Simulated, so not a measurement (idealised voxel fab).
process module | voxel gate over fins
cross-section cut | 240 nm wide | cells 5 nm
A cross-section is a grid of square cells, given in bands from the top down. A band is one or more rows of cells.
Each band's line starts with the height of the band's top and of its bottom, in nm. Then come its materials from left to right, each with its width in nm. One material with "throughout" fills the band from edge to edge. "air" is empty space.
Height 0 is the level under which the wafer as received is all one material. The lowest band goes on downwards, as in "0 down".
A width such as "30 to 40" changes by the same amount from each row of cells to the next, from the band's top row to its bottom row.
"no change" after a step means that no cell of the cross-section changed.
closed voids: empty space of 8 cells or more with no open way to the top, each as width x height at its distance from the left edge, in nm
after a step's settings: what the simulator itself notes on the step
overlay nm, on a step with a mask: how far to the right of its planned place the mask lay; to the left if negative
plan
1 op RECEIVE | material Si
2 op CONFORMAL_DEP | material SiN | thk nm 10
3 op DIRECTIONAL_DEP | material aC | thk nm 15
4 op PATTERN | tone cover | mask id FINS | material resist | width nm 15 | pitch nm 35 | thk nm 30 | overlay nm 0
5 op DIRECTIONAL_ETCH | etch materials aC | depth nm 15
6 op STRIP | etch materials resist
7 op DIRECTIONAL_ETCH | etch materials SiN | depth nm 10
8 op DIRECTIONAL_ETCH | etch materials Si | depth nm 35
9 op STRIP | etch materials aC
10 op OXIDIZE | depth nm 5
11 op FILL_DEP | material SiO2 | thk nm 5
12 op CMP | height nm 10
13 op SELECTIVE_ETCH | etch materials SiO2 | depth nm 25
14 op STRIP | etch materials SiN
15 op CONFORMAL_DEP | material HfO2 | thk nm 5
16 op CONFORMAL_DEP | material TiN | thk nm 5
17 op FILL_DEP | material W | thk nm 10
18 op CMP | height nm 15
19 op CONFORMAL_DEP | material SiN | thk nm 5
as received, after step 1
  0 down: Si throughout
  closed voids: none
a wafer at the end: this start, this plan, one mistake
  20 to 15: SiN throughout
  15 to 10: W throughout
  10 to 5: W 70 | TiN 25 | W 10 | TiN 25 | W 10 | TiN 25 | W 75
  5 to 0: W 70 | TiN 5 | HfO2 15 | TiN 5 | W 10 | TiN 5 | HfO2 15 | TiN 5 | W 10 | TiN 5 | HfO2 15 | TiN 5 | W 75
  0 to -5: W 70 | TiN 5 | HfO2 5 | Si 5 | HfO2 5 | TiN 5 | W 10 | TiN 5 | HfO2 5 | Si 5 | HfO2 5 | TiN 5 | W 10 | TiN 5 | HfO2 5 | Si 5 | HfO2 5 | TiN 5 | W 75
  -5 to -10: TiN 75 | HfO2 5 | Si 5 | HfO2 5 | TiN 20 | HfO2 5 | Si 5 | HfO2 5 | TiN 20 | HfO2 5 | Si 5 | HfO2 5 | TiN 80
  -10 to -15: HfO2 80 | Si 5 | HfO2 30 | Si 5 | HfO2 30 | Si 5 | HfO2 85
  -15 to -45: SiO2 80 | Si 5 | SiO2 30 | Si 5 | SiO2 30 | Si 5 | SiO2 85
  -45 down: Si throughout
  closed voids: none
what went wrong: step 8 ran as: op DIRECTIONAL_ETCH | etch materials Si | depth nm 40
